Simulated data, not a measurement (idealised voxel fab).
process module | voxel wiring stack
cross-section cut | 205 nm wide | cells 5 nm
A cross-section is a grid of square cells, given in bands from the top down. A band is one or more rows of cells.
Each band's line starts with the height of the band's top and of its bottom, in nm. Then come its materials from left to right, each with its width in nm. One material with "throughout" fills the band from edge to edge. "air" is empty space.
Height 0 is the level under which the wafer as received is all one material. The lowest band goes on downwards, as in "0 down".
A width such as "30 to 40" changes by the same amount from each row of cells to the next, from the band's top row to its bottom row.
"no change" after a step means that no cell of the cross-section changed.
closed voids: empty space of 8 cells or more with no open way to the top, each as width x height at its distance from the left edge, in nm
after a step's settings: what the simulator itself notes on the step
overlay nm, on a step with a mask: how far to the right of its planned place the mask lay; to the left if negative
plan
1 op RECEIVE | material Si
2 op CONFORMAL_DEP | material SiO2 | thk nm 10
3 op DIRECTIONAL_DEP | material TiN | thk nm 5
4 op DIRECTIONAL_DEP | material W | thk nm 20
5 op DIRECTIONAL_DEP | material aC | thk nm 15
6 op PATTERN | tone cover | mask id METAL_1 | material resist | width nm 30 | pitch nm 50 | thk nm 35 | overlay nm 0
7 op DIRECTIONAL_ETCH | etch materials aC | depth nm 15
8 op STRIP | etch materials resist
9 op DIRECTIONAL_ETCH | etch materials W | depth nm 20
10 op DIRECTIONAL_ETCH | etch materials TiN | depth nm 5
11 op STRIP | etch materials aC
12 op FILL_DEP | material lowk | thk nm 5
13 op CMP | height nm 35
14 op CONFORMAL_DEP | material SiCN | thk nm 5
15 op DIRECTIONAL_DEP | material lowk | thk nm 25
16 op MASKED_ETCH | tone open | mask id METAL_2_HOLES | width nm 15 | pitch nm 50 | etch materials lowk | depth nm 25 | overlay nm 0
17 op MASKED_ETCH | tone open | mask id METAL_2 | width nm 30 | pitch nm 50 | etch materials lowk | depth nm 15 | overlay nm 0
18 op MASKED_ETCH | tone open | mask id METAL_2 | width nm 30 | pitch nm 50 | etch materials SiCN | depth nm 5 | overlay nm 0
19 op CONFORMAL_DEP | material TiN | thk nm 5
20 op FILL_DEP | material Cu | thk nm 5
21 op CMP | height nm 65
22 op CONFORMAL_DEP | material SiN | thk nm 5
first wafer, as planned
as received, after step 1
  0 down: Si throughout
  closed voids: none
after step 2
  10 to 0: SiO2 throughout
  below 0: unchanged
after step 3
  15 to 10: TiN throughout
  below 10: unchanged
after step 4
  35 to 15: W throughout
  below 15: unchanged
after step 5
  50 to 35: aC throughout
  below 35: unchanged
after step 6
  85 to 50: air 60 | resist 30 | air 20 | resist 30 | air 65
  below 50: unchanged
after step 7
  70 to 50: air 60 | resist 30 | air 20 | resist 30 | air 65
  50 to 35: air 60 | aC 30 | air 20 | aC 30 | air 65
  below 35: unchanged
after step 8
  50 to 35: air 60 | aC 30 | air 20 | aC 30 | air 65
  below 35: unchanged
after step 9
  50 to 35: air 60 | aC 30 | air 20 | aC 30 | air 65
  35 to 15: air 60 | W 30 | air 20 | W 30 | air 65
  below 15: unchanged
after step 10
  50 to 35: air 60 | aC 30 | air 20 | aC 30 | air 65
  35 to 15: air 60 | W 30 | air 20 | W 30 | air 65
  15 to 10: air 60 | TiN 30 | air 20 | TiN 30 | air 65
  below 10: unchanged
after step 11
  35 to 15: air 60 | W 30 | air 20 | W 30 | air 65
  below 15: unchanged
after step 12
  40 to 35: lowk throughout
  35 to 15: lowk 60 | W 30 | lowk 20 | W 30 | lowk 65
  15 to 10: lowk 60 | TiN 30 | lowk 20 | TiN 30 | lowk 65
  below 10: unchanged
after step 13
  35 to 15: lowk 60 | W 30 | lowk 20 | W 30 | lowk 65
  below 15: unchanged
after step 14
  40 to 35: SiCN throughout
  below 35: unchanged
after step 15
  65 to 40: lowk throughout
  below 40: unchanged
after step 16
  65 to 40: lowk 60 | air 15 | lowk 35 | air 15 | lowk 80
  below 40: unchanged
after step 17
  65 to 50: lowk 60 | air 30 | lowk 20 | air 30 | lowk 65
  below 50: unchanged
after step 18
  65 to 50: lowk 60 | air 30 | lowk 20 | air 30 | lowk 65
  50 to 40: lowk 60 | air 15 | lowk 35 | air 15 | lowk 80
  40 to 35: SiCN 60 | air 15 | SiCN 35 | air 15 | SiCN 80
  below 35: unchanged
after step 19
  70 to 65: TiN 65 | air 20 | TiN 30 | air 20 | TiN 70
  65 to 55: lowk 60 | TiN 5 | air 20 | TiN 5 | lowk 20 | TiN 5 | air 20 | TiN 5 | lowk 65
  55 to 50: lowk 60 | TiN 5 | air 5 | TiN 20 | lowk 20 | TiN 5 | air 5 | TiN 20 | lowk 65
  50 to 40: lowk 60 | TiN 5 | air 5 | TiN 5 | lowk 35 | TiN 5 | air 5 | TiN 5 | lowk 80
  40 to 35: SiCN 60 | TiN 15 | SiCN 35 | TiN 15 | SiCN 80
  below 35: unchanged
after step 20
  75 to 70: Cu throughout
  70 to 65: TiN 65 | Cu 20 | TiN 30 | Cu 20 | TiN 70
  65 to 55: lowk 60 | TiN 5 | Cu 20 | TiN 5 | lowk 20 | TiN 5 | Cu 20 | TiN 5 | lowk 65
  55 to 50: lowk 60 | TiN 5 | Cu 5 | TiN 20 | lowk 20 | TiN 5 | Cu 5 | TiN 20 | lowk 65
  50 to 40: lowk 60 | TiN 5 | Cu 5 | TiN 5 | lowk 35 | TiN 5 | Cu 5 | TiN 5 | lowk 80
  below 40: unchanged
after step 21
  65 to 55: lowk 60 | TiN 5 | Cu 20 | TiN 5 | lowk 20 | TiN 5 | Cu 20 | TiN 5 | lowk 65
  below 55: unchanged
after step 22
  70 to 65: SiN throughout
  below 65: unchanged
second wafer: like start, like plan, one mistake. Through step 5 it matches the first wafer
when step 6 should have ended
  85 to 50: air 55 | resist 30 | air 20 | resist 30 | air 70
  below 50: unchanged
when step 7 should have ended
  70 to 50: air 55 | resist 30 | air 20 | resist 30 | air 70
  50 to 35: air 55 | aC 30 | air 20 | aC 30 | air 70
  below 35: unchanged
when step 8 should have ended
  50 to 35: air 55 | aC 30 | air 20 | aC 30 | air 70
  below 35: unchanged
when step 9 should have ended
  50 to 35: air 55 | aC 30 | air 20 | aC 30 | air 70
  35 to 15: air 55 | W 30 | air 20 | W 30 | air 70
  below 15: unchanged
when step 10 should have ended
  50 to 35: air 55 | aC 30 | air 20 | aC 30 | air 70
  35 to 15: air 55 | W 30 | air 20 | W 30 | air 70
  15 to 10: air 55 | TiN 30 | air 20 | TiN 30 | air 70
  below 10: unchanged
when step 11 should have ended
  35 to 15: air 55 | W 30 | air 20 | W 30 | air 70
  below 15: unchanged
when step 12 should have ended
  40 to 35: lowk throughout
  35 to 15: lowk 55 | W 30 | lowk 20 | W 30 | lowk 70
  15 to 10: lowk 55 | TiN 30 | lowk 20 | TiN 30 | lowk 70
  below 10: unchanged
when step 13 should have ended
  35 to 15: lowk 55 | W 30 | lowk 20 | W 30 | lowk 70
  below 15: unchanged
when step 14 should have ended
  40 to 35: SiCN throughout
  below 35: unchanged
when step 15 should have ended
  65 to 40: lowk throughout
  below 40: unchanged
when step 16 should have ended
  65 to 40: lowk 60 | air 15 | lowk 35 | air 15 | lowk 80
  below 40: unchanged
when step 17 should have ended
  65 to 50: lowk 60 | air 30 | lowk 20 | air 30 | lowk 65
  below 50: unchanged
when step 18 should have ended
  65 to 50: lowk 60 | air 30 | lowk 20 | air 30 | lowk 65
  50 to 40: lowk 60 | air 15 | lowk 35 | air 15 | lowk 80
  40 to 35: SiCN 60 | air 15 | SiCN 35 | air 15 | SiCN 80
  below 35: unchanged
when step 19 should have ended
  70 to 65: TiN 65 | air 20 | TiN 30 | air 20 | TiN 70
  65 to 55: lowk 60 | TiN 5 | air 20 | TiN 5 | lowk 20 | TiN 5 | air 20 | TiN 5 | lowk 65
  55 to 50: lowk 60 | TiN 5 | air 5 | TiN 20 | lowk 20 | TiN 5 | air 5 | TiN 20 | lowk 65
  50 to 40: lowk 60 | TiN 5 | air 5 | TiN 5 | lowk 35 | TiN 5 | air 5 | TiN 5 | lowk 80
  40 to 35: SiCN 60 | TiN 15 | SiCN 35 | TiN 15 | SiCN 80
  below 35: unchanged
when step 20 should have ended
  75 to 70: Cu throughout
  70 to 65: TiN 65 | Cu 20 | TiN 30 | Cu 20 | TiN 70
  65 to 55: lowk 60 | TiN 5 | Cu 20 | TiN 5 | lowk 20 | TiN 5 | Cu 20 | TiN 5 | lowk 65
  55 to 50: lowk 60 | TiN 5 | Cu 5 | TiN 20 | lowk 20 | TiN 5 | Cu 5 | TiN 20 | lowk 65
  50 to 40: lowk 60 | TiN 5 | Cu 5 | TiN 5 | lowk 35 | TiN 5 | Cu 5 | TiN 5 | lowk 80
  below 40: unchanged
when step 21 should have ended
  65 to 55: lowk 60 | TiN 5 | Cu 20 | TiN 5 | lowk 20 | TiN 5 | Cu 20 | TiN 5 | lowk 65
  below 55: unchanged
when step 22 should have ended
  70 to 65: SiN throughout
  below 65: unchanged
what went wrong: step 6 ran as: op PATTERN | tone cover | mask id METAL_1 | material resist | width nm 30 | pitch nm 50 | thk nm 35 | overlay nm -5
at the end the second wafer has, in cells: as many of each material as the first, in other places
